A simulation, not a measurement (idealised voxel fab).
process module | voxel local oxidation
cross-section cut | 240 nm wide | cells 5 nm
A cross-section is a grid of square cells, given in bands from the top down. A band is one or more rows of cells.
Each band's line starts with the height of the band's top and of its bottom, in nm. Then come its materials from left to right, each with its width in nm. One material with "throughout" fills the band from edge to edge. "air" is empty space.
Height 0 is the level under which the wafer as received is all one material. The lowest band goes on downwards, as in "0 down".
A width such as "30 to 40" changes by the same amount from each row of cells to the next, from the band's top row to its bottom row.
"no change" after a step means that no cell of the cross-section changed.
closed voids: empty space of 8 cells or more with no open way to the top, each as width x height at its distance from the left edge, in nm
after a step's settings: what the simulator itself notes on the step
overlay nm, on a step with a mask: how far to the right of its planned place the mask lay; to the left if negative
plan
1 op RECEIVE | material Si
2 op OXIDIZE | depth nm 5
3 op CONFORMAL_DEP | material SiN | thk nm 15
4 op MASKED_ETCH | tone cover | mask id ACTIVE | width nm 90 | etch materials SiN | depth nm 15 | overlay nm 0
5 op SELECTIVE_ETCH | etch materials SiO2 | depth nm 5
6 op OXIDIZE | depth nm 10
7 op STRIP | etch materials SiN
as received, after step 1
  0 down: Si throughout
  closed voids: none
a wafer at the end: this start, this plan, one mistake
  -5 to -15: air 90 | Si 60 | air 90
  -15 down: Si throughout
  closed voids: none
what went wrong: step 7 ran as: op STRIP | etch materials SiO2
